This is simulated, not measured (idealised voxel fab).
Documented hereafter: the process module known as voxel wiring stack.
cross-section cut | 250 nm wide | cells 5 nm
The cross-sections in this document take the form of a grid made of square cells. They are written out as bands, in order from top to bottom. Each band consists of one or more rows of cells.
Heights first: top, then bottom, in nm. Then materials, left to right, each with a width in nm. "everywhere" on a single material: fills the band edge to edge. "blank": empty space.
The reference from which all heights are counted is 0, the level beneath which the as-received wafer is entirely one material; the lowest band, having no lower bound, proceeds downward and is written after the example "0 nm and below".
Top row gets the first number, bottom row gets the second, and each row in between changes by the same step: that is how a band width like "30->40" works.
Step note "all unchanged" = no cross-section cell changed.
Closed-off voids of 8+ cells (no open route to the top) go in "Completely enclosed voids", written width x height at distance from the left edge, in nm.
Where a step's line continues beyond its settings, the continuation is a remark by the simulator itself on that step.
Among the settings permitted on a step's line is "overlay nm"; applied to a step with a mask, it specifies the extent to which the mask lay to the right of its planned position, whereas a negative figure signifies a position to the left.
## This section lists the process steps that were planned
1. RECEIVE (material Si)
2. CONFORMAL_DEP (material SiO2; thk nm 10)
3. DIRECTIONAL_DEP (material TiN; thk nm 5)
4. DIRECTIONAL_DEP (material W; thk nm 25)
5. PATTERN (tone cover; mask id METAL_1; material resist; width nm 30; pitch nm 55; thk nm 20; overlay nm 0)
6. DIRECTIONAL_ETCH (etch materials W; depth nm 25)
7. DIRECTIONAL_ETCH (etch materials TiN; depth nm 5)
8. STRIP (etch materials resist)
9. CONFORMAL_DEP (material SiN; thk nm 5)
10. FILL_DEP (material SiO2; thk nm 10)
11. CMP (height nm 40)
12. CONFORMAL_DEP (material SiCN; thk nm 5)
13. DIRECTIONAL_DEP (material SiO2; thk nm 30)
14. PATTERN (tone open; mask id METAL_2_HOLES; material resist; width nm 15; pitch nm 55; thk nm 20; overlay nm 0)
15. DIRECTIONAL_ETCH (etch materials SiO2; depth nm 30)
16. STRIP (etch materials resist)
17. PATTERN (tone open; mask id METAL_2; material resist; width nm 30; pitch nm 55; thk nm 20; overlay nm 0)
18. DIRECTIONAL_ETCH (etch materials SiO2; depth nm 20)
19. DIRECTIONAL_ETCH (etch materials SiCN; depth nm 5)
20. STRIP (etch materials resist)
21. CONFORMAL_DEP (material TiN; thk nm 5)
22. FILL_DEP (material Ru; thk nm 5)
23. CMP (height nm 75)
24. CONFORMAL_DEP (material SiCN; thk nm 5)
25. DIRECTIONAL_DEP (material SiO2; thk nm 35)
26. MASKED_ETCH (tone open; mask id METAL_3_HOLES; width nm 15; pitch nm 55; etch materials SiO2; depth nm 35; overlay nm 0)
27. MASKED_ETCH (tone open; mask id METAL_3; width nm 30; pitch nm 55; etch materials SiO2; depth nm 20; overlay nm 0)
28. MASKED_ETCH (tone open; mask id METAL_3; width nm 30; pitch nm 55; etch materials SiCN; depth nm 5; overlay nm 0)
29. CONFORMAL_DEP (material TiN; thk nm 5)
30. FILL_DEP (material Cu; thk nm 10)
31. CMP (height nm 115)
32. CONFORMAL_DEP (material SiCN; thk nm 5)
## Cross-section of the wafer as it came to us, i.e., already through step 1
* 0 nm and below  Si everywhere
* Completely enclosed voids: none
## As-planned run: cross-section of the first of two wafers at end of module
* 120 nm to 115 nm  SiCN everywhere
* 115 nm to 100 nm  80 of SiO2 / 5 of TiN / 20 of Cu / 5 of TiN / 25 of SiO2 / 5 of TiN / 20 of Cu / 5 of TiN / 85 of SiO2
* 100 nm to 95 nm  80 of SiO2 / 5 of TiN / 5 of Cu / 20 of TiN / 25 of SiO2 / 5 of TiN / 5 of Cu / 20 of TiN / 85 of SiO2
* 95 nm to 80 nm  80 of SiO2 / 5 of TiN / 5 of Cu / 5 of TiN / 40 of SiO2 / 5 of TiN / 5 of Cu / 5 of TiN / 100 of SiO2
* 80 nm to 75 nm  80 of SiCN / 15 of TiN / 40 of SiCN / 15 of TiN / 100 of SiCN
* 75 nm to 60 nm  80 of SiO2 / 5 of TiN / 20 of Ru / 5 of TiN / 25 of SiO2 / 5 of TiN / 20 of Ru / 5 of TiN / 85 of SiO2
* 60 nm to 55 nm  80 of SiO2 / 5 of TiN / 5 of Ru / 20 of TiN / 25 of SiO2 / 5 of TiN / 5 of Ru / 20 of TiN / 85 of SiO2
* 55 nm to 45 nm  80 of SiO2 / 5 of TiN / 5 of Ru / 5 of TiN / 40 of SiO2 / 5 of TiN / 5 of Ru / 5 of TiN / 100 of SiO2
* 45 nm to 40 nm  80 of SiCN / 15 of TiN / 40 of SiCN / 15 of TiN / 100 of SiCN
* 40 nm to 15 nm  75 of SiO2 / 5 of SiN / 30 of W / 5 of SiN / 15 of SiO2 / 5 of SiN / 30 of W / 5 of SiN / 80 of SiO2
* 15 nm to 10 nm  80 of SiN / 30 of TiN / 25 of SiN / 30 of TiN / 85 of SiN
* 10 nm to 0 nm  SiO2 everywhere
* 0 nm and below  Si everywhere
* Completely enclosed voids: none
## Second of two wafers, module complete, sectioned: it shares the first wafer's start and plan but was run with one mistake
* 135 nm to 130 nm  SiCN everywhere
* 130 nm to 120 nm  Cu everywhere
* 120 nm to 115 nm  85 of TiN / 20 of Cu / 35 of TiN / 20 of Cu / 90 of TiN
* 115 nm to 100 nm  80 of SiO2 / 5 of TiN / 20 of Cu / 5 of TiN / 25 of SiO2 / 5 of TiN / 20 of Cu / 5 of TiN / 85 of SiO2
* 100 nm to 95 nm  80 of SiO2 / 5 of TiN / 5 of Cu / 20 of TiN / 25 of SiO2 / 5 of TiN / 5 of Cu / 20 of TiN / 85 of SiO2
* 95 nm to 80 nm  80 of SiO2 / 5 of TiN / 5 of Cu / 5 of TiN / 40 of SiO2 / 5 of TiN / 5 of Cu / 5 of TiN / 100 of SiO2
* 80 nm to 75 nm  80 of SiCN / 15 of TiN / 40 of SiCN / 15 of TiN / 100 of SiCN
* 75 nm to 60 nm  80 of SiO2 / 5 of TiN / 20 of Ru / 5 of TiN / 25 of SiO2 / 5 of TiN / 20 of Ru / 5 of TiN / 85 of SiO2
* 60 nm to 55 nm  80 of SiO2 / 5 of TiN / 5 of Ru / 20 of TiN / 25 of SiO2 / 5 of TiN / 5 of Ru / 20 of TiN / 85 of SiO2
* 55 nm to 45 nm  80 of SiO2 / 5 of TiN / 5 of Ru / 5 of TiN / 40 of SiO2 / 5 of TiN / 5 of Ru / 5 of TiN / 100 of SiO2
* 45 nm to 40 nm  80 of SiCN / 15 of TiN / 40 of SiCN / 15 of TiN / 100 of SiCN
* 40 nm to 15 nm  75 of SiO2 / 5 of SiN / 30 of W / 5 of SiN / 15 of SiO2 / 5 of SiN / 30 of W / 5 of SiN / 80 of SiO2
* 15 nm to 10 nm  80 of SiN / 30 of TiN / 25 of SiN / 30 of TiN / 85 of SiN
* 10 nm to 0 nm  SiO2 everywhere
* 0 nm and below  Si everywhere
* Completely enclosed voids: none
The plan and the run diverged here: step 31 was dropped from the plan's execution and never run
Upon completion, the second wafer contains, in terms of cells, a greater or smaller amount of certain materials than the first wafer: 108 more of Cu; 42 more of TiN
